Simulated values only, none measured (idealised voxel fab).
Process module under the name voxel double patterning
In the cross-section labelled cut, the width is 275 nm and each square cell is 5 nm.
Think of the cross-section as a grid of square cells. We describe it in bands, top to bottom, and each band covers one or more rows of those cells. Band entry format. Leading values: height of top, height of bottom, nm. Remainder: materials in left-to-right order, each with its width in nm. Special words: "all across" on a single material, which then fills the band edge to edge; "empty", empty space. For the purposes of this specification, 0 denotes the height below which the wafer in its as-received condition is composed wholly of one material, and the lowermost band, lacking a lower limit, extends downward without end, as expressed in "from 0 down". A two-number width, for instance "30->40", indicates that the width is equal to the first number in the top row of the band and to the second number in the bottom row, and that it changes by a constant amount per row of cells. "no alteration" means the step left every cell of the cross-section as it was. Enclosed voids (no open way to top), threshold 8 cells or more, entry "Enclosed empty spaces", notation width x height at distance, distance from left edge, nm. That trailing text on a step's line, after the settings, is the simulator's own remark on the step. A step's line can hold "overlay nm"; with a mask on that step, the setting says how far right of the planned place the mask lay, while a negative setting says it lay to the left.
Intended process steps
1 RECEIVE, material Si
2 CONFORMAL_DEP, material SiO2, thk nm 10
3 DIRECTIONAL_DEP, material polySi, thk nm 15
4 DIRECTIONAL_DEP, material SiCN, thk nm 5
5 MASKED_ETCH, tone open, mask id FIRST, width nm 15, pitch nm 50, etch materials SiCN, depth nm 5, overlay nm 0
6 DIRECTIONAL_DEP, material aC, thk nm 10
7 PATTERN, tone open, mask id SECOND, material resist, width nm 15, pitch nm 50, thk nm 25, overlay nm 0
8 DIRECTIONAL_ETCH, etch materials aC, depth nm 10
9 STRIP, etch materials resist
10 DIRECTIONAL_ETCH, etch materials SiCN, depth nm 5
11 STRIP, etch materials aC
12 DIRECTIONAL_ETCH, etch materials polySi, depth nm 15
13 STRIP, etch materials SiCN
Received-state cross-section, reflecting completion of step 1
    from 0 down  Si all across
    Enclosed empty spaces: none
Cross-section at module end, one run error; start and plan unchanged from above
    from 40 to 25  80 polySi, 15 empty, 10 polySi, 15 empty, 10 polySi, 15 empty, 10 polySi, 15 empty, 10 polySi, 15 empty, 80 polySi
    from 25 to 10  polySi all across
    from 10 to 0  SiO2 all across
    from 0 down  Si all across
    Enclosed empty spaces: none
Want to know what went wrong? plan step 3 was conducted twice
